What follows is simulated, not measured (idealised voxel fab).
Documented hereafter: the process module known as voxel lift off.
Xsec cut, 285 nm wide, square cell size 5 nm.
This document writes a cross-section as a grid whose cells are square, and gives it as bands, listed from the top down; one or more rows of cells form a band.
Look at the band entry: it leads with the top's height and the bottom's height in nm. Then it lists the materials left to right, with a width in nm for each. The word "all across" on a single material says that material fills the band edge to edge. The word "blank" is empty space.
We count height from 0. Below that, the starting wafer is all one material. The lowest band never ends at the bottom but goes on down; see "top 0, no bottom" for how that is written.
Quick explanation for "30..40": the width changes in equal steps down the rows of cells, from the first number in the band's top row to the second number in its bottom row.
The designation "no alteration", where it is given for a processing step, indicates that no cell of the cross-section was altered in the course of that step.
You'll see "Enclosed cavity list" listing empty spaces that have no way open to the top, as long as they're 8 cells or more; the notation is width x height at distance, where the distance is from the left edge, and all of it is in nm.
That trailing text on a step's line, after the settings, is the simulator's own remark on the step.
When a step includes a mask, the "overlay nm" setting on its line states how far to the right of its planned place that mask lay, and negative values state how far to the left.

**Process steps (planned)**
step 1: RECEIVE [material Si]
step 2: CONFORMAL_DEP [material Al2O3] [thk nm 10]
step 3: PATTERN [tone open] [mask id LINES] [material resist] [width nm 25] [pitch nm 50] [thk nm 25] [overlay nm 0]
step 4: DIRECTIONAL_DEP [material Ru] [thk nm 10]
step 5: STRIP [etch materials resist]
step 6: CONFORMAL_DEP [material SiO2] [thk nm 5]

**Incoming wafer, cross-sectional view, post step 1**
top 0, no bottom = Si all across
Enclosed cavity list: none

**First of two wafers: cross-section at end of module, run per plan**
top 25, bottom 20 = 100 of blank  35 of SiO2  15 of blank  35 of SiO2  100 of blank
top 20, bottom 15 = 100 of blank  5 of SiO2  25 of Ru  5 of SiO2  15 of blank  5 of SiO2  25 of Ru  5 of SiO2  100 of blank
top 15, bottom 10 = 105 of SiO2  25 of Ru  25 of SiO2  25 of Ru  105 of SiO2
top 10, bottom 0 = Al2O3 all across
top 0, no bottom = Si all across
Enclosed cavity list: none

**Second of two wafers, module complete, sectioned: it shares the first wafer's start and plan but was run with one mistake**
top 25, bottom 20 = 110 of SiO2  15 of blank  35 of SiO2  15 of blank  110 of SiO2
top 20, bottom 15 = 105 of Ru  5 of SiO2  15 of blank  5 of SiO2  25 of Ru  5 of SiO2  15 of blank  5 of SiO2  105 of Ru
top 15, bottom 10 = 105 of Ru  25 of SiO2  25 of Ru  25 of SiO2  105 of Ru
top 10, bottom 0 = Al2O3 all across
top 0, no bottom = Si all across
Enclosed cavity list: none
In executing the process, a mistake was made relative to the plan: contrary to plan, step 3 was performed as PATTERN [tone cover] [mask id LINES] [material resist] [width nm 25] [pitch nm 50] [thk nm 25] [overlay nm 0]
Final tally in cells, some materials are higher or lower on the second wafer than on the first: 74 more of Ru
